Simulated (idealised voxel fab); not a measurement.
Process module in this document: voxel ribs on slabs
Cross-sectional view cut (width: 175 nm; square cell size: 5 nm).
This document writes a cross-section as a grid whose cells are square, and gives it as bands, listed from the top down; one or more rows of cells form a band. This entry defines a band. It first specifies the height of the band's top and the height of its bottom in nm, and then specifies the band's materials from left to right, stating each material with its width in nm. The word "all across" identifies a single material that fills the band from edge to edge, while the word "air" identifies empty space. All heights in this document are referenced to 0, defined as the level beneath which the wafer, as received, consists entirely of one material. The lowest band is not bounded below; it extends indefinitely downward and is written in the form "top 0, no bottom". The expression "30..40" gives the width at the extremes of the band, the first number at its top row of cells and the second at its bottom row, with the width changing by equal amounts from each row to the next in between. A step reported as "nothing got changed" is a step in which no cell of the cross-section changed. Entry "Voids, fully enclosed". Content: empty spaces with no open connection to the top, size 8 cells or greater. Each: width x height at distance. Distance: from left edge. Unit: nm. Heads up: the bit after the settings on a step's line is the simulator's remark on that step. Each step line may optionally specify "overlay nm", which for a step with a mask gives the rightward distance between the mask's planned place and where it lay, a negative value indicating the leftward direction.

The steps planned for the process are as follows:
step 1: RECEIVE | material Si
step 2: DIRECTIONAL_DEP | material SiO2 | thk nm 20
step 3: DIRECTIONAL_DEP | material polySi | thk nm 15
step 4: PATTERN | tone cover | mask id RIB | material resist | width nm 30 | thk nm 20 | overlay nm 0
step 5: DIRECTIONAL_ETCH | etch materials polySi | depth nm 5
step 6: STRIP | etch materials resist
step 7: PATTERN | tone cover | mask id SLAB | material resist | width nm 90 | thk nm 20 | overlay nm 0
step 8: DIRECTIONAL_ETCH | etch materials polySi | depth nm 10
step 9: STRIP | etch materials resist
step 10: FILL_DEP | material SiO2 | thk nm 30
step 11: CMP | height nm 55
step 12: DIRECTIONAL_DEP | material TiN | thk nm 10
step 13: PATTERN | tone cover | mask id HEATER | material resist | width nm 40 | thk nm 20 | overlay nm 0
step 14: DIRECTIONAL_ETCH | etch materials TiN | depth nm 10
step 15: STRIP | etch materials resist
step 16: CONFORMAL_DEP | material SiO2 | thk nm 10

Wafer, first of two, run as planned:

Incoming wafer in cross-section (state: after step 1):
* top 0, no bottom: Si all across
* Voids, fully enclosed: none

Wafer xsec, post step 2:
* top 20, bottom 0: SiO2 all across
* Below 0, the layers are the same as they were.

Wafer xsec, post step 3:
* top 35, bottom 20: polySi all across
* Below 20, the layers are the same as they were.

Wafer xsec, post step 4:
* top 55, bottom 35: air: 70, resist: 30, air: 75
* Below 35, the layers are the same as they were.

Wafer xsec, post step 5:
* top 55, bottom 35: air: 70, resist: 30, air: 75
* top 35, bottom 30: air: 70, polySi: 30, air: 75
* Below 30, the layers are the same as they were.

Wafer xsec, post step 6:
* top 35, bottom 30: air: 70, polySi: 30, air: 75
* Below 30, the layers are the same as they were.

Wafer xsec, post step 7:
* top 55, bottom 35: air: 40, resist: 90, air: 45
* top 35, bottom 30: air: 40, resist: 30, polySi: 30, resist: 30, air: 45
* Below 30, the layers are the same as they were.

Wafer xsec, post step 8:
* top 55, bottom 35: air: 40, resist: 90, air: 45
* top 35, bottom 30: air: 40, resist: 30, polySi: 30, resist: 30, air: 45
* top 30, bottom 20: air: 40, polySi: 90, air: 45
* Below 20, the layers are the same as they were.

Wafer xsec, post step 9:
* top 35, bottom 30: air: 70, polySi: 30, air: 75
* Below 30, the layers are the same as they were.

Wafer xsec, post step 10:
* top 65, bottom 35: SiO2 all across
* top 35, bottom 30: SiO2: 70, polySi: 30, SiO2: 75
* top 30, bottom 20: SiO2: 40, polySi: 90, SiO2: 45
* Below 20, the layers are the same as they were.

Wafer xsec, post step 11:
* top 55, bottom 35: SiO2 all across
* Below 35, the layers are the same as they were.

Wafer xsec, post step 12:
* top 65, bottom 55: TiN all across
* Below 55, the layers are the same as they were.

Wafer xsec, post step 13:
* top 85, bottom 65: air: 65, resist: 40, air: 70
* Below 65, the layers are the same as they were.

Wafer xsec, post step 14:
* top 85, bottom 65: air: 65, resist: 40, air: 70
* top 65, bottom 55: air: 65, TiN: 40, air: 70
* Below 55, the layers are the same as they were.

Wafer xsec, post step 15:
* top 65, bottom 55: air: 65, TiN: 40, air: 70
* Below 55, the layers are the same as they were.

Wafer xsec, post step 16:
* top 75, bottom 65: air: 55, SiO2: 60, air: 60
* top 65, bottom 55: SiO2: 65, TiN: 40, SiO2: 70
* Below 55, the layers are the same as they were.

Wafer two. Identical start, identical plan. One mistake in execution. Identical history through step 2:

Cross-sectional view of the second wafer at the intended end time of process step 3:
* top 40, bottom 20: polySi all across
* Below 20, the layers are the same as they were.

Cross-sectional view of the second wafer at the intended end time of process step 4:
* top 60, bottom 40: air: 70, resist: 30, air: 75
* Below 40, the layers are the same as they were.

Cross-sectional view of the second wafer at the intended end time of process step 5:
* top 60, bottom 40: air: 70, resist: 30, air: 75
* top 40, bottom 35: air: 70, polySi: 30, air: 75
* Below 35, the layers are the same as they were.

Cross-sectional view of the second wafer at the intended end time of process step 6:
* top 40, bottom 35: air: 70, polySi: 30, air: 75
* Below 35, the layers are the same as they were.

Cross-sectional view of the second wafer at the intended end time of process step 7:
* top 60, bottom 40: air: 40, resist: 90, air: 45
* top 40, bottom 35: air: 40, resist: 30, polySi: 30, resist: 30, air: 45
* Below 35, the layers are the same as they were.

Cross-sectional view of the second wafer at the intended end time of process step 8:
* top 60, bottom 40: air: 40, resist: 90, air: 45
* top 40, bottom 35: air: 40, resist: 30, polySi: 30, resist: 30, air: 45
* top 35, bottom 25: air: 40, polySi: 90, air: 45
* Below 25, the layers are the same as they were.

Cross-sectional view of the second wafer at the intended end time of process step 9:
* top 40, bottom 35: air: 70, polySi: 30, air: 75
* Below 35, the layers are the same as they were.

Cross-sectional view of the second wafer at the intended end time of process step 10:
* top 70, bottom 40: SiO2 all across
* top 40, bottom 35: SiO2: 70, polySi: 30, SiO2: 75
* top 35, bottom 25: SiO2: 40, polySi: 90, SiO2: 45
* Below 25, the layers are the same as they were.

Cross-sectional view of the second wafer at the intended end time of process step 11:
* top 55, bottom 40: SiO2 all across
* Below 40, the layers are the same as they were.

Cross-sectional view of the second wafer at the intended end time of process step 12:
* top 65, bottom 55: TiN all across
* Below 55, the layers are the same as they were.

Cross-sectional view of the second wafer at the intended end time of process step 13:
* top 85, bottom 65: air: 65, resist: 40, air: 70
* Below 65, the layers are the same as they were.

Cross-sectional view of the second wafer at the intended end time of process step 14:
* top 85, bottom 65: air: 65, resist: 40, air: 70
* top 65, bottom 55: air: 65, TiN: 40, air: 70
* Below 55, the layers are the same as they were.

Cross-sectional view of the second wafer at the intended end time of process step 15:
* top 65, bottom 55: air: 65, TiN: 40, air: 70
* Below 55, the layers are the same as they were.

Cross-sectional view of the second wafer at the intended end time of process step 16:
* top 75, bottom 65: air: 55, SiO2: 60, air: 60
* top 65, bottom 55: SiO2: 65, TiN: 40, SiO2: 70
* Below 55, the layers are the same as they were.
The plan and the run diverged here: contrary to plan, step 3 was performed as DIRECTIONAL_DEP | material polySi | thk nm 20
Heads up, by the end the second wafer has more or fewer cells of some materials compared to the first: SiO2: 35 fewer | polySi: 35 more
